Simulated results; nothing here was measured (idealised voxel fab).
This is a process module. Its name is voxel tone inversion.
Square cells of 5 nm make up the cross-section cut, whose width is 255 nm.
Cross-section format: a grid of square cells, given as bands from top to bottom; each band is one or more rows of cells. Top height, bottom height, nm. Materials left to right, width each, nm. Single material + "all across" = fills band edge to edge. "empty" = empty. We count height from 0. Below that, the starting wafer is all one material. The lowest band never ends at the bottom but goes on down; see "z 0 and below" for how that is written. Read "30 to 40" as a graded width: first number on top, second number at the bottom, same change between each pair of neighbouring rows. No cell of the cross-section changed in a step that is given as "nothing different". Closed-off voids of 8+ cells (no open route to the top) go in "Closed-off voids", written width x height at distance from the left edge, in nm. Whatever follows a step's settings on its line is a remark the simulator itself makes about that step. A step line may carry the setting "overlay nm", which, for steps involving a mask, states the distance by which the mask lay to the right of its intended position; negative values denote displacement to the left.

**Listed below are the process steps as planned**
1 RECEIVE [material Si]
2 CONFORMAL_DEP [material SiN] [thk nm 10]
3 DIRECTIONAL_DEP [material polySi] [thk nm 25]
4 PATTERN [tone cover] [mask id POSTS] [material resist] [width nm 25] [pitch nm 40] [thk nm 30] [overlay nm 0]
5 DIRECTIONAL_ETCH [etch materials polySi] [depth nm 25]
6 STRIP [etch materials resist]
7 FILL_DEP [material lowk] [thk nm 5]
8 CMP [height nm 35]
9 STRIP [etch materials polySi]
10 CONFORMAL_DEP [material TiN] [thk nm 5]
11 FILL_DEP [material Cu] [thk nm 10]
12 CMP [height nm 35]
13 CONFORMAL_DEP [material SiCN] [thk nm 5]

**The cross-section here shows the wafer as received, i.e. in its state after step 1**
z 0 and below: Si all across
Closed-off voids: none

**First wafer of two, sectioned at end of module; run went per plan**
z 40 to 35: SiCN all across
z 35 to 15: 95 of lowk, 5 of TiN, 15 of Cu, 5 of TiN, 15 of lowk, 5 of TiN, 15 of Cu, 5 of TiN, 95 of lowk
z 15 to 10: 95 of lowk, 25 of TiN, 15 of lowk, 25 of TiN, 95 of lowk
z 10 to 0: SiN all across
z 0 and below: Si all across
Closed-off voids: none

**Cross-sectional view: second of two wafers, end of module; start and plan identical to the first, one mistake in running**
z 40 to 35: SiCN all across
z 35 to 25: SiN all across
z 25 to 0: polySi all across
z 0 and below: Si all across
Closed-off voids: none
Finding, execution versus plan: steps 2 and 3 of the plan were run in the wrong order, each in the other's place
Final tally in cells, some materials are higher or lower on the second wafer than on the first: Cu: 24 fewer | TiN: 26 fewer | lowk: 205 fewer | polySi: 255 more
